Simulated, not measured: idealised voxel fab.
process module | voxel gate over fins
Shown is cross-section cut, with a width of 240 nm and square cells of size 5 nm.
Each cross-section below is a grid of square cells, stated as bands in top-down order, with one or more rows of cells making up each band. First you get the band's top height and its bottom height, in nm, and then the materials it's made of, left to right, with each width in nm. If you see a single material with "edge to edge", that one covers the band edge to edge. "blank" is empty space. Counting heights begins at 0, where everything beneath is, in the wafer as received, one material. The lowest band has no bottom; it goes on downwards, as "0 down" shows. When a width is written as two numbers, as in "30 to 40", the first number is the width in the top row of cells of the band and the second is the width in its bottom row, and the width changes by the same amount from each row to the next. For the purposes of this document, the phrase "nothing got changed" attached to a step denotes that no cell within the cross-section was modified by that step. You'll see "Closed cavity list" listing empty spaces that have no way open to the top, as long as they're 8 cells or more; the notation is width x height at distance, where the distance is from the left edge, and all of it is in nm. If you see something after the settings on a step's line, that's the simulator's own remark about that step. Among the settings permitted on a step's line is "overlay nm"; applied to a step with a mask, it specifies the extent to which the mask lay to the right of its planned position, whereas a negative figure signifies a position to the left.

The planned process steps are enumerated hereunder
1,RECEIVE, material Si
2,CONFORMAL_DEP, material SiN, thk nm 5
3,PATTERN, tone cover, mask id FINS, material resist, width nm 15, pitch nm 60, thk nm 15, overlay nm 0
4,DIRECTIONAL_ETCH, etch materials SiN, depth nm 5
5,DIRECTIONAL_ETCH, etch materials Si, depth nm 35
6,STRIP, etch materials resist
7,OXIDIZE, depth nm 5
8,FILL_DEP, material SiO2, thk nm 5
9,CMP, height nm 5
10,MASKED_ETCH, tone open, mask id RAIL, width nm 15, etch materials SiO2, depth nm 35, overlay nm 0
11,CONFORMAL_DEP, material TiN, thk nm 5
12,FILL_DEP, material W, thk nm 5
13,CMP, height nm 5
14,SELECTIVE_ETCH, etch materials W Ru TiN, depth nm 25
15,FILL_DEP, material SiO2, thk nm 5
16,CMP, height nm 5
17,SELECTIVE_ETCH, etch materials SiO2, depth nm 20
18,STRIP, etch materials SiN
19,CONFORMAL_DEP, material HfO2, thk nm 5
20,CONFORMAL_DEP, material TiN, thk nm 5
21,FILL_DEP, material W, thk nm 15
22,CMP, height nm 20
23,CONFORMAL_DEP, material SiN, thk nm 5
All wafers enter the flow in the same state. The width nm at step 3 differs from wafer to wafer, and the plan gives the value for the first wafer.

As received, i.e. after step 1: cross-section through the first of several wafers
	0 down  Si edge to edge
	Closed cavity list: none

At the end of the module, after its last step, step 23, the first of several wafers appears in cross-section as follows
	25 to 20  SiN edge to edge
	20 to 10  W edge to edge
	10 to 5  W (45); TiN (25); W (35); TiN (25); W (35); TiN (25); W (50)
	5 to 0  W (45); TiN (5); HfO2 (15); TiN (5); W (35); TiN (5); HfO2 (15); TiN (5); W (35); TiN (5); HfO2 (15); TiN (5); W (50)
	0 to -5  W (45); TiN (5); HfO2 (5); Si (5); HfO2 (5); TiN (5); W (35); TiN (5); HfO2 (5); Si (5); HfO2 (5); TiN (5); W (35); TiN (5); HfO2 (5); Si (5); HfO2 (5); TiN (5); W (50)
	-5 to -10  TiN (50); HfO2 (5); Si (5); HfO2 (5); TiN (45); HfO2 (5); Si (5); HfO2 (5); TiN (45); HfO2 (5); Si (5); HfO2 (5); TiN (55)
	-10 to -15  HfO2 (55); Si (5); HfO2 (55); Si (5); HfO2 (55); Si (5); HfO2 (60)
	-15 to -20  SiO2 (55); Si (5); SiO2 (55); Si (5); SiO2 (55); Si (5); SiO2 (60)
	-20 to -25  SiO2 (55); Si (5); SiO2 (20); TiN (5); W (5); TiN (5); SiO2 (20); Si (5); SiO2 (55); Si (5); SiO2 (60)
	-25 to -30  SiO2 (55); Si (5); SiO2 (20); TiN (15); SiO2 (20); Si (5); SiO2 (55); Si (5); SiO2 (60)
	-30 to -40  SiO2 (55); Si (5); SiO2 (55); Si (5); SiO2 (55); Si (5); SiO2 (60)
	-40 down  Si edge to edge
	Closed cavity list: none

Here we cross-sectioned the last of the wafers once the module was done
	25 to 20  SiN edge to edge
	20 to 10  W edge to edge
	10 to 5  W (40); TiN (40); W (20); TiN (40); W (20); TiN (40); W (40)
	5 to 0  W (40); TiN (5); HfO2 (30); TiN (5); W (20); TiN (5); HfO2 (30); TiN (5); W (20); TiN (5); HfO2 (30); TiN (5); W (40)
	0 to -5  W (40); TiN (5); HfO2 (5); Si (20); HfO2 (5); TiN (5); W (20); TiN (5); HfO2 (5); Si (20); HfO2 (5); TiN (5); W (20); TiN (5); HfO2 (5); Si (20); HfO2 (5); TiN (5); W (40)
	-5 to -10  TiN (45); HfO2 (5); Si (20); HfO2 (5); TiN (30); HfO2 (5); Si (20); HfO2 (5); TiN (30); HfO2 (5); Si (20); HfO2 (5); TiN (45)
	-10 to -15  HfO2 (50); Si (20); HfO2 (40); Si (20); HfO2 (40); Si (20); HfO2 (50)
	-15 to -20  SiO2 (50); Si (20); SiO2 (40); Si (20); SiO2 (40); Si (20); SiO2 (50)
	-20 to -25  SiO2 (50); Si (20); SiO2 (10); TiN (5); W (5); TiN (5); SiO2 (15); Si (20); SiO2 (40); Si (20); SiO2 (50)
	-25 to -30  SiO2 (50); Si (20); SiO2 (10); TiN (15); SiO2 (15); Si (20); SiO2 (40); Si (20); SiO2 (50)
	-30 to -40  SiO2 (50); Si (20); SiO2 (40); Si (20); SiO2 (40); Si (20); SiO2 (50)
	-40 down  Si edge to edge
	Closed cavity list: none

Per wafer (row), end of module: delta in cells per material since receipt, (+) for gained, (-) for lost; closed voids after that
width nm 15; +66 HfO2; -360 Si; +48 SiN; +219 SiO2; +71 TiN; +196 W; Closed cavity list: none
width nm 20; +66 HfO2; -336 Si; +48 SiN; +204 SiO2; +71 TiN; +187 W; Closed cavity list: none
width nm 25; +66 HfO2; -312 Si; +48 SiN; +189 SiO2; +71 TiN; +178 W; Closed cavity list: none
width nm 30; +66 HfO2; -288 Si; +48 SiN; +174 SiO2; +71 TiN; +169 W; Closed cavity list: none
